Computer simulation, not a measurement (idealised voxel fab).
Title: Process Module voxel double patterning
In the cross-section labelled cut, the width is 215 nm and each square cell is 5 nm.
Heads up, the way a cross-section reads in here is a grid of square cells, handed over as bands from the top down, with every band being one or more rows of cells. Heads up on the band format: heights come first, top then bottom, in nm. After that it's the materials left to right, each with its width in nm. A single material flagged "full width" fills the whole band edge to edge, and "empty" means there's empty space there. Ref level 0: as-received wafer is one material below here. Bottom band extends down with no lower bound ("from 0 down"). The width entry "30 to 40" should be interpreted row by row: the top row of cells in the band takes the first number, the bottom row takes the second number, and the change between adjacent rows is uniform throughout. What does "nothing different" mean for a step? It means no cell of the cross-section changed in that step. Each empty space that has no open way to the top and spans at least 8 cells appears under "Fully sealed voids" as width x height at distance, the distance counted from the left edge, all in nm. Post-settings text on a step line: simulator's own remark regarding the step. "overlay nm", when on a step's line for a step with a mask, measures how far to the right of its planned place the mask lay; a negative measure means to the left.
**The following list gives the planned process steps**
step 1: RECEIVE: material Si
step 2: CONFORMAL_DEP: material SiO2, thk nm 10
step 3: DIRECTIONAL_DEP: material polySi, thk nm 10
step 4: DIRECTIONAL_DEP: material SiCN, thk nm 10
step 5: PATTERN: tone open, mask id FIRST, material resist, width nm 15, pitch nm 50, thk nm 15, overlay nm 0
step 6: DIRECTIONAL_ETCH: etch materials SiCN, depth nm 10
step 7: STRIP: etch materials resist
step 8: DIRECTIONAL_DEP: material aC, thk nm 10
step 9: PATTERN: tone open, mask id SECOND, material resist, width nm 15, pitch nm 50, thk nm 30, overlay nm 0
step 10: DIRECTIONAL_ETCH: etch materials aC, depth nm 10
step 11: STRIP: etch materials resist
step 12: DIRECTIONAL_ETCH: etch materials SiCN, depth nm 10
step 13: STRIP: etch materials aC
step 14: DIRECTIONAL_ETCH: etch materials polySi, depth nm 10
step 15: STRIP: etch materials SiCN
**This is the cross-section of the wafer as we received it, i.e. after step 1**
  from 0 down = Si full width
  Fully sealed voids: none
**Starting wafer: above. Plan: above. Run: one mistake. Cross-section after the module: below**
  from 20 to 10 = empty (75), then polySi (15), then empty (35), then polySi (15), then empty (75)
  from 10 to 0 = SiO2 full width
  from 0 down = Si full width
  Fully sealed voids: none
The mistake made against the process plan was this: it should be noted that step 9 was executed with settings other than those planned, the operation and settings actually applied being PATTERN: tone cover, mask id SECOND, material resist, width nm 15, pitch nm 50, thk nm 30, overlay nm 0
